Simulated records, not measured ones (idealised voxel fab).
The process module presented herein is designated voxel gate over fins.
Cross-section cut spans 205 nm and uses square cells 5 nm in size.
When this document writes out a cross-section, it uses a grid of square cells and lists it as bands, beginning at the top and moving down, with a band standing for one or more rows of cells.
Basically the band line says how high the top is and how high the bottom is, in nm, and then what's in it from left to right, every material with its width in nm. Empty space shows up as "air", and if a single material carries "edge to edge" it runs the full band edge to edge.
Height 0 is the level under which the wafer as received is all one material. The lowest band goes on downwards, as in "0..down".
Width: "30->40" (first number = top row, second number = bottom row, same change from row to row of cells).
Where the words "identical to before" appear for a step, the cross-section shows no cell changed by that step; every cell remained as before.
Each empty space that has no open way to the top and spans at least 8 cells appears under "Enclosed internal voids" as width x height at distance, the distance counted from the left edge, all in nm.
Formally, on a step line, whatever follows the settings is a remark that the simulator itself makes on the step.
"overlay nm", when on a step's line for a step with a mask, measures how far to the right of its planned place the mask lay; a negative measure means to the left.
The planned process steps are enumerated hereunder
1 op RECEIVE | material Si
2 op CONFORMAL_DEP | material SiN | thk nm 10
3 op DIRECTIONAL_DEP | material aC | thk nm 10
4 op PATTERN | tone cover | mask id FINS | material resist | width nm 15 | pitch nm 40 | thk nm 30 | overlay nm 0
5 op DIRECTIONAL_ETCH | etch materials aC | depth nm 10
6 op STRIP | etch materials resist
7 op DIRECTIONAL_ETCH | etch materials SiN | depth nm 10
8 op DIRECTIONAL_ETCH | etch materials Si | depth nm 35
9 op STRIP | etch materials aC
10 op OXIDIZE | depth nm 5
11 op FILL_DEP | material SiO2 | thk nm 10
12 op CMP | height nm 10
13 op SELECTIVE_ETCH | etch materials SiO2 | depth nm 25
14 op STRIP | etch materials SiN
15 op CONFORMAL_DEP | material HfO2 | thk nm 5
16 op CONFORMAL_DEP | material TiN | thk nm 5
17 op CONFORMAL_DEP | material TiAl | thk nm 5
18 op CONFORMAL_DEP | material TiN | thk nm 5
19 op FILL_DEP | material W | thk nm 10
20 op CMP | height nm 25
21 op CONFORMAL_DEP | material SiCN | thk nm 10
Step 1 complete: cross-section of the wafer as received
* 0..down | Si edge to edge
* Enclosed internal voids: none
First of two wafers: cross-section at end of module, run per plan
* 35..25 | SiCN edge to edge
* 25..20 | W edge to edge
* 20..15 | W (40) | TiN (125) | W (40)
* 15..10 | W (40) | TiN (5) | TiAl (35) | TiN (5) | TiAl (35) | TiN (5) | TiAl (35) | TiN (5) | W (40)
* 10..5 | W (40) | TiN (5) | TiAl (5) | TiN (25) | TiAl (5) | TiN (5) | TiAl (5) | TiN (25) | TiAl (5) | TiN (5) | TiAl (5) | TiN (25) | TiAl (5) | TiN (5) | W (40)
* 5..0 | TiN (45) | TiAl (5) | TiN (5) | HfO2 (15) | TiN (5) | TiAl (5) | TiN (5) | TiAl (5) | TiN (5) | HfO2 (15) | TiN (5) | TiAl (5) | TiN (5) | TiAl (5) | TiN (5) | HfO2 (15) | TiN (5) | TiAl (5) | TiN (45)
* 0..-5 | TiAl (50) | TiN (5) | HfO2 (5) | Si (5) | HfO2 (5) | TiN (5) | TiAl (15) | TiN (5) | HfO2 (5) | Si (5) | HfO2 (5) | TiN (5) | TiAl (15) | TiN (5) | HfO2 (5) | Si (5) | HfO2 (5) | TiN (5) | TiAl (50)
* -5..-10 | TiN (55) | HfO2 (5) | Si (5) | HfO2 (5) | TiN (25) | HfO2 (5) | Si (5) | HfO2 (5) | TiN (25) | HfO2 (5) | Si (5) | HfO2 (5) | TiN (55)
* -10..-15 | HfO2 (60) | Si (5) | HfO2 (35) | Si (5) | HfO2 (35) | Si (5) | HfO2 (60)
* -15..-40 | SiO2 (60) | Si (5) | SiO2 (35) | Si (5) | SiO2 (35) | Si (5) | SiO2 (60)
* -40..down | Si edge to edge
* Enclosed internal voids: none
Wafer two, sectioned after the module: the first wafer's start, the first wafer's plan, and one mistake in how it was run
* 35..25 | SiCN edge to edge
* 25..20 | W edge to edge
* 20..15 | W (40) | TiN (130) | W (35)
* 15..10 | W (40) | TiN (5) | TiAl (120) | TiN (5) | W (35)
* 10..5 | W (40) | TiN (5) | TiAl (5) | TiN (30) | TiAl (10) | TiN (30) | TiAl (10) | TiN (30) | TiAl (5) | TiN (5) | W (35)
* 5..0 | TiN (45) | TiAl (5) | TiN (5) | HfO2 (20) | TiN (5) | TiAl (10) | TiN (5) | HfO2 (20) | TiN (5) | TiAl (10) | TiN (5) | HfO2 (20) | TiN (5) | TiAl (5) | TiN (40)
* 0..-5 | TiAl (50) | TiN (5) | HfO2 (5) | Si (10) | HfO2 (5) | TiN (5) | TiAl (10) | TiN (5) | HfO2 (5) | Si (10) | HfO2 (5) | TiN (5) | TiAl (10) | TiN (5) | HfO2 (5) | Si (10) | HfO2 (5) | TiN (5) | TiAl (45)
* -5..-10 | TiN (55) | HfO2 (5) | Si (10) | HfO2 (5) | TiN (20) | HfO2 (5) | Si (10) | HfO2 (5) | TiN (20) | HfO2 (5) | Si (10) | HfO2 (5) | TiN (50)
* -10..-15 | HfO2 (60) | Si (10) | HfO2 (30) | Si (10) | HfO2 (30) | Si (10) | HfO2 (55)
* -15..-40 | SiO2 (60) | Si (10) | SiO2 (30) | Si (10) | SiO2 (30) | Si (10) | SiO2 (55)
* -40..down | Si edge to edge
* Enclosed internal voids: none
The plan and the run diverged here: step 4 ran with different settings than intended, the actual operation and settings being op PATTERN | tone cover | mask id FINS | material resist | width nm 20 | pitch nm 40 | thk nm 30 | overlay nm 0
at the end the second wafer has, in cells: 24 more of Si, 15 fewer of SiO2, 6 fewer of TiN, 3 fewer of W
